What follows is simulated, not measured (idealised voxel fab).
The process module presented herein is designated voxel quadruple lines.
The width of the displayed cross-section, cut, is 280 nm; its cells are square, with a size of 5 nm.
Just so we're on the same page, the cross-sections are grids of square cells, and they're listed out in bands top to bottom, each band one or more rows deep. The entry gives the band's vertical extent as a top height and a bottom height in nm, then its horizontal make-up as materials from left to right, each with a width in nm. "blank" stands for empty space; a single material marked "full width" fills the band edge to edge. Heights are measured from 0, the level below which the as-received wafer is all one material; the lowest band has no bottom and continues downward, written as in "0 -> down". Graded width ("30..40"): value in top row of band = first number; value in bottom row = second number; row-to-row change constant. "no change" means the step left every cell of the cross-section as it was. "Voids, fully enclosed" lists enclosed empty spaces (at least 8 cells, no open path upward to the top), each as width x height at distance from the left edge, in nm. Step line, after settings: the simulator's comment on this step. "overlay nm" answers the question of how far to the right of plan the mask lay on a step that has a mask, and when it is negative the answer is to the left.
Steps planned for the process:
1: RECEIVE | material Si
2: CONFORMAL_DEP | material SiO2 | thk nm 10
3: DIRECTIONAL_DEP | material W | thk nm 10
4: DIRECTIONAL_DEP | material polySi | thk nm 20
5: DIRECTIONAL_DEP | material aC | thk nm 20
6: PATTERN | tone cover | mask id MANDREL | material resist | width nm 20 | pitch nm 60 | thk nm 25 | overlay nm 0
7: DIRECTIONAL_ETCH | etch materials aC | depth nm 20
8: STRIP | etch materials resist
9: CONFORMAL_DEP | material SiO2 | thk nm 10
10: DIRECTIONAL_ETCH | etch materials SiO2 | depth nm 10
11: STRIP | etch materials aC
12: DIRECTIONAL_ETCH | etch materials polySi | depth nm 20
13: STRIP | etch materials SiO2
14: CONFORMAL_DEP | material SiCN | thk nm 5
15: DIRECTIONAL_ETCH | etch materials SiCN | depth nm 5
16: STRIP | etch materials polySi
17: DIRECTIONAL_ETCH | etch materials W | depth nm 10
18: STRIP | etch materials SiCN
Incoming wafer in cross-section (state: after step 1):
	0 -> down | Si full width
	Voids, fully enclosed: none
The first of two wafers, cross-sectioned at the end of the module, with the run proceeding as planned:
	20 -> 10 | blank 85 nm, W 5 nm, blank 10 nm, W 5 nm, blank 10 nm, W 5 nm, blank 10 nm, W 5 nm, blank 10 nm, W 5 nm, blank 10 nm, W 5 nm, blank 10 nm, W 5 nm, blank 10 nm, W 5 nm, blank 85 nm
	10 -> 0 | SiO2 full width
	0 -> down | Si full width
	Voids, fully enclosed: none
Same start, same plan as the first wafer - but one mistake in the run. Cross-section of the second of the two at the end of the module:
	10 -> 0 | blank 85 nm, W 5 nm, blank 10 nm, W 5 nm, blank 10 nm, W 5 nm, blank 10 nm, W 5 nm, blank 10 nm, W 5 nm, blank 10 nm, W 5 nm, blank 10 nm, W 5 nm, blank 10 nm, W 5 nm, blank 85 nm
	0 -> down | Si full width
	Voids, fully enclosed: none
Finding, execution versus plan: plan step 2 never ran because it was skipped
Upon completion, the second wafer contains, in terms of cells, a greater or smaller amount of certain materials than the first wafer: -112 SiO2
